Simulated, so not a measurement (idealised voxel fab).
Presented below is a process module, voxel capacitor over wiring.
This is section cut - it's 265 nm across, gridded in 5 nm square cells.
Cross-sections here: square-cell grids, written as top-down lists of bands, a band being one or more rows of cells.
What a band's entry tells you: where the top is and where the bottom is, as heights in nm, and after that what lies inside, material by material from left to right, each with its width in nm. Empty space is written as the word "empty", and a single material marked with the word "all across" occupies the band from edge to edge.
Heights are measured from 0, the level below which the as-received wafer is all one material; the lowest band has no bottom and continues downward, written as in "0 nm and below".
With a width like "30 to 40", each row of cells in the band differs from the next by the same amount, the top row carrying the first number and the bottom row the second.
A step reported as "nothing got changed" is a step in which no cell of the cross-section changed.
Basically, "Encapsulated voids" tells you about the enclosed voids: empty spaces with no open way to the top, 8 cells or bigger, each written width x height at distance, where distance is from the left edge, all in nm.
Past the settings on a step's line: simulator remark, on that step.
overlay nm, on a step with a mask: how far to the right of its planned place the mask lay; to the left if negative

Process steps (planned)
1) RECEIVE, material Si
2) CONFORMAL_DEP, material SiO2, thk nm 15
3) CONFORMAL_DEP, material SiCN, thk nm 5
4) DIRECTIONAL_DEP, material SiO2, thk nm 15
5) MASKED_ETCH, tone open, mask id METAL_1, width nm 25, pitch nm 85, etch materials SiO2, depth nm 15, overlay nm 0
6) MASKED_ETCH, tone open, mask id METAL_1, width nm 25, pitch nm 85, etch materials SiCN, depth nm 5, overlay nm 0
7) CONFORMAL_DEP, material TiN, thk nm 5
8) FILL_DEP, material Ru, thk nm 10
9) CMP, height nm 35
10) EPI, material Ru, thk nm 5
11) FILL_DEP, material SiCN, thk nm 5
12) DIRECTIONAL_DEP, material SiO2, thk nm 10
13) PATTERN, tone open, mask id PLUG_1, material resist, width nm 15, thk nm 20, overlay nm 0
14) DIRECTIONAL_ETCH, etch materials SiO2, depth nm 10
15) DIRECTIONAL_ETCH, etch materials SiCN, depth nm 5
16) STRIP, etch materials resist
17) CONFORMAL_DEP, material TiN, thk nm 5
18) FILL_DEP, material Ru, thk nm 5
19) CMP, height nm 55
20) DIRECTIONAL_DEP, material TiN, thk nm 10
21) DIRECTIONAL_DEP, material SiN, thk nm 5
22) DIRECTIONAL_DEP, material TiN, thk nm 10
23) DIRECTIONAL_DEP, material aC, thk nm 15
24) PATTERN, tone cover, mask id UPPER_PLATE, material resist, width nm 65, thk nm 30, overlay nm 0
25) DIRECTIONAL_ETCH, etch materials aC, depth nm 15
26) STRIP, etch materials resist
27) DIRECTIONAL_ETCH, etch materials TiN, depth nm 10
28) DIRECTIONAL_ETCH, etch materials SiN, depth nm 5
29) STRIP, etch materials aC
30) DIRECTIONAL_DEP, material aC, thk nm 10
31) PATTERN, tone cover, mask id LOWER_PLATE, material resist, width nm 75, thk nm 30, overlay nm 0
32) DIRECTIONAL_ETCH, etch materials aC, depth nm 10
33) STRIP, etch materials resist
34) DIRECTIONAL_ETCH, etch materials TiN, depth nm 10
35) STRIP, etch materials aC
36) FILL_DEP, material SiO2, thk nm 15
37) CMP, height nm 90
38) MASKED_ETCH, tone open, mask id PLUG_2, width nm 15, etch materials SiO2, depth nm 10, overlay nm 0
39) CONFORMAL_DEP, material TiN, thk nm 5
40) FILL_DEP, material Ru, thk nm 10
41) CMP, height nm 90
42) CONFORMAL_DEP, material SiCN, thk nm 5

As received (post step 1): cross-section
	0 nm and below  Si all across
	Encapsulated voids: none

The first of the two wafers as seen in cross-section once the module was finished; processing followed the plan
	95 nm to 90 nm  SiCN all across
	90 nm to 85 nm  95 of SiO2  5 of TiN  5 of Ru  5 of TiN  155 of SiO2
	85 nm to 80 nm  95 of SiO2  15 of TiN  155 of SiO2
	80 nm to 70 nm  85 of SiO2  65 of TiN  115 of SiO2
	70 nm to 65 nm  85 of SiO2  65 of SiN  115 of SiO2
	65 nm to 55 nm  80 of SiO2  75 of TiN  110 of SiO2
	55 nm to 45 nm  85 of SiO2  5 of TiN  5 of Ru  5 of TiN  165 of SiO2
	45 nm to 40 nm  85 of SiCN  15 of TiN  165 of SiCN
	40 nm to 35 nm  70 of SiCN  35 of Ru  50 of SiCN  35 of Ru  75 of SiCN
	35 nm to 20 nm  75 of SiO2  5 of TiN  15 of Ru  5 of TiN  60 of SiO2  5 of TiN  15 of Ru  5 of TiN  80 of SiO2
	20 nm to 15 nm  75 of SiCN  25 of TiN  60 of SiCN  25 of TiN  80 of SiCN
	15 nm to 0 nm  SiO2 all across
	0 nm and below  Si all across
	Encapsulated voids: none

Same start, same plan as the first wafer - but one mistake in the run. Cross-section of the second of the two at the end of the module
	95 nm to 90 nm  SiCN all across
	90 nm to 85 nm  95 of SiO2  5 of TiN  5 of Ru  5 of TiN  155 of SiO2
	85 nm to 80 nm  95 of SiO2  15 of TiN  155 of SiO2
	80 nm to 70 nm  85 of SiO2  65 of TiN  115 of SiO2
	70 nm to 65 nm  85 of SiO2  65 of SiN  115 of SiO2
	65 nm to 55 nm  80 of SiO2  75 of TiN  110 of SiO2
	55 nm to 45 nm  80 of Ru  5 of TiN  15 of SiO2  5 of TiN  160 of Ru
	45 nm to 40 nm  85 of TiN  15 of SiCN  165 of TiN
	40 nm to 35 nm  70 of SiCN  35 of Ru  50 of SiCN  35 of Ru  75 of SiCN
	35 nm to 20 nm  75 of SiO2  5 of TiN  15 of Ru  5 of TiN  60 of SiO2  5 of TiN  15 of Ru  5 of TiN  80 of SiO2
	20 nm to 15 nm  75 of SiCN  25 of TiN  60 of SiCN  25 of TiN  80 of SiCN
	15 nm to 0 nm  SiO2 all across
	0 nm and below  Si all across
	Encapsulated voids: none
Deviation noted in wafer processing: step 13 ran differently from the plan; actual operation with settings: PATTERN, tone cover, mask id PLUG_1, material resist, width nm 15, thk nm 20, overlay nm 0
Final tally in cells, some materials are higher or lower on the second wafer than on the first: Ru +94, SiCN -47, SiO2 -94, TiN +47
